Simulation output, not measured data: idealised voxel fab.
process module | voxel double patterning
cross-section cut | 165 nm wide | cells 5 nm
A cross-section is a grid of square cells, given in bands from the top down. A band is one or more rows of cells.
Each band's line starts with the height of the band's top and of its bottom, in nm. Then come its materials from left to right, each with its width in nm. One material with "throughout" fills the band from edge to edge. "air" is empty space.
Height 0 is the level under which the wafer as received is all one material. The lowest band goes on downwards, as in "0 down".
A width such as "30 to 40" changes by the same amount from each row of cells to the next, from the band's top row to its bottom row.
"no change" after a step means that no cell of the cross-section changed.
closed voids: empty space of 8 cells or more with no open way to the top, each as width x height at its distance from the left edge, in nm
after a step's settings: what the simulator itself notes on the step
overlay nm, on a step with a mask: how far to the right of its planned place the mask lay; to the left if negative
plan
1 op RECEIVE | material Si
2 op CONFORMAL_DEP | material SiO2 | thk nm 10
3 op DIRECTIONAL_DEP | material polySi | thk nm 15
4 op DIRECTIONAL_DEP | material SiN | thk nm 10
5 op DIRECTIONAL_DEP | material aC | thk nm 10
6 op PATTERN | tone open | mask id FIRST | material resist | width nm 15 | pitch nm 50 | thk nm 30 | overlay nm 0
7 op DIRECTIONAL_ETCH | etch materials aC | depth nm 10
8 op STRIP | etch materials resist
9 op DIRECTIONAL_ETCH | etch materials SiN | depth nm 10
10 op STRIP | etch materials aC
11 op DIRECTIONAL_DEP | material aC | thk nm 10
12 op PATTERN | tone open | mask id SECOND | material resist | width nm 15 | pitch nm 50 | thk nm 30 | overlay nm 0
13 op DIRECTIONAL_ETCH | etch materials aC | depth nm 10
14 op STRIP | etch materials resist
15 op DIRECTIONAL_ETCH | etch materials SiN | depth nm 10
16 op STRIP | etch materials aC
17 op DIRECTIONAL_ETCH | etch materials polySi | depth nm 15
18 op STRIP | etch materials SiN
as received, after step 1
  0 down: Si throughout
  closed voids: none
a wafer at the end: this start, this plan, one mistake
  25 to 10: air 50 | polySi 15 | air 35 | polySi 15 | air 50
  10 to 0: SiO2 throughout
  0 down: Si throughout
  closed voids: none
what went wrong: step 12 ran as: op PATTERN | tone cover | mask id SECOND | material resist | width nm 15 | pitch nm 50 | thk nm 30 | overlay nm 0
